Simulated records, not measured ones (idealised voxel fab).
Process module in this document: voxel trench capacitor
Square cells of 5 nm make up the cross-section cut, whose width is 245 nm.
We lay out every cross-section as a grid of square cells and spell it out in bands from the top down, where one band means one or more rows of cells.
Each band's line starts with the height of the band's top and of its bottom, in nm. Then come its materials from left to right, each with its width in nm. One material with "everywhere" fills the band from edge to edge. "air" is empty space.
Basically, 0 is our baseline, since under it the wafer straight out of the box is all one material. The bottom band has no lower end and keeps on going down, so it looks like "z 0 and below".
A width such as "30->40" changes by the same amount from each row of cells to the next, from the band's top row to its bottom row.
Where a step carries "changes: none", the cross-section came out of it unchanged, cell for cell.
The entry titled "Fully closed voids" provides the empty spaces that have no open way to the top, restricted to those of 8 cells or more. Each is presented as width x height at distance, the distance being measured from the left edge, with all three in nm.
Post-settings text on a step line: simulator's own remark regarding the step.
Regarding "overlay nm": on a step with a mask, it is the distance the mask lay to the right of its planned place; a negative value places it to the left.
THE STEPS PLANNED FOR THE PROCESS ARE AS FOLLOWS
| 1 | RECEIVE with material Si |
| 2 | CONFORMAL_DEP with material SiN, thk nm 5 |
| 3 | PATTERN with tone open, mask id TRENCH, material resist, width nm 25, pitch nm 40, thk nm 20, overlay nm -15 |
| 4 | DIRECTIONAL_ETCH with etch materials SiN, depth nm 5 |
| 5 | DIRECTIONAL_ETCH with etch materials Si, depth nm 40 |
| 6 | STRIP with etch materials resist |
| 7 | CONFORMAL_DEP with material Al2O3, thk nm 5 |
| 8 | CONFORMAL_DEP with material TiN, thk nm 5 |
| 9 | FILL_DEP with material W, thk nm 10 |
| 10 | CMP with height nm 5 |
Wafers differ in overlay nm at step 3; plan lists the first wafer's value; identical starting state.
THIS IS HOW THE FIRST OF SEVERAL WAFERS LOOKED IN CROSS-SECTION WHEN IT ARRIVED, WHICH IS AFTER STEP 1
z 0 and below = Si everywhere
Fully closed voids: none
MODULE FINISHED, LAST STEP 10 DONE: CROSS-SECTION OF THE FIRST OF SEVERAL WAFERS
z 5 to 0 = 55 nm SiN / 5 nm Al2O3 / 5 nm TiN / 5 nm W / 5 nm TiN / 5 nm Al2O3 / 15 nm SiN / 5 nm Al2O3 / 5 nm TiN / 5 nm W / 5 nm TiN / 5 nm Al2O3 / 15 nm SiN / 5 nm Al2O3 / 5 nm TiN / 5 nm W / 5 nm TiN / 5 nm Al2O3 / 85 nm SiN
z 0 to -30 = 55 nm Si / 5 nm Al2O3 / 5 nm TiN / 5 nm W / 5 nm TiN / 5 nm Al2O3 / 15 nm Si / 5 nm Al2O3 / 5 nm TiN / 5 nm W / 5 nm TiN / 5 nm Al2O3 / 15 nm Si / 5 nm Al2O3 / 5 nm TiN / 5 nm W / 5 nm TiN / 5 nm Al2O3 / 85 nm Si
z -30 to -35 = 55 nm Si / 5 nm Al2O3 / 15 nm TiN / 5 nm Al2O3 / 15 nm Si / 5 nm Al2O3 / 15 nm TiN / 5 nm Al2O3 / 15 nm Si / 5 nm Al2O3 / 15 nm TiN / 5 nm Al2O3 / 85 nm Si
z -35 to -40 = 55 nm Si / 25 nm Al2O3 / 15 nm Si / 25 nm Al2O3 / 15 nm Si / 25 nm Al2O3 / 85 nm Si
z -40 and below = Si everywhere
Fully closed voids: none
LAST WAFER X-SEC, END OF MODULE
z 5 to 0 = 85 nm SiN / 5 nm Al2O3 / 5 nm TiN / 5 nm W / 5 nm TiN / 5 nm Al2O3 / 15 nm SiN / 5 nm Al2O3 / 5 nm TiN / 5 nm W / 5 nm TiN / 5 nm Al2O3 / 15 nm SiN / 5 nm Al2O3 / 5 nm TiN / 5 nm W / 5 nm TiN / 5 nm Al2O3 / 55 nm SiN
z 0 to -30 = 85 nm Si / 5 nm Al2O3 / 5 nm TiN / 5 nm W / 5 nm TiN / 5 nm Al2O3 / 15 nm Si / 5 nm Al2O3 / 5 nm TiN / 5 nm W / 5 nm TiN / 5 nm Al2O3 / 15 nm Si / 5 nm Al2O3 / 5 nm TiN / 5 nm W / 5 nm TiN / 5 nm Al2O3 / 55 nm Si
z -30 to -35 = 85 nm Si / 5 nm Al2O3 / 15 nm TiN / 5 nm Al2O3 / 15 nm Si / 5 nm Al2O3 / 15 nm TiN / 5 nm Al2O3 / 15 nm Si / 5 nm Al2O3 / 15 nm TiN / 5 nm Al2O3 / 55 nm Si
z -35 to -40 = 85 nm Si / 25 nm Al2O3 / 15 nm Si / 25 nm Al2O3 / 15 nm Si / 25 nm Al2O3 / 55 nm Si
z -40 and below = Si everywhere
Fully closed voids: none
WAFER ROWS, END OF MODULE: CELLS PER MATERIAL GAINED (+) OR LOST (-) SINCE RECEIPT; CLOSED VOIDS LAST
overlay nm -15; +63 Al2O3; -120 Si; +34 SiN; +51 TiN; +21 W; Fully closed voids: none
overlay nm -10; +63 Al2O3; -120 Si; +34 SiN; +51 TiN; +21 W; Fully closed voids: none
overlay nm -5; +63 Al2O3; -120 Si; +34 SiN; +51 TiN; +21 W; Fully closed voids: none
overlay nm 0; +63 Al2O3; -120 Si; +34 SiN; +51 TiN; +21 W; Fully closed voids: none
overlay nm 5; +63 Al2O3; -120 Si; +34 SiN; +51 TiN; +21 W; Fully closed voids: none
overlay nm 10; +63 Al2O3; -120 Si; +34 SiN; +51 TiN; +21 W; Fully closed voids: none
overlay nm 15; +63 Al2O3; -120 Si; +34 SiN; +51 TiN; +21 W; Fully closed voids: none
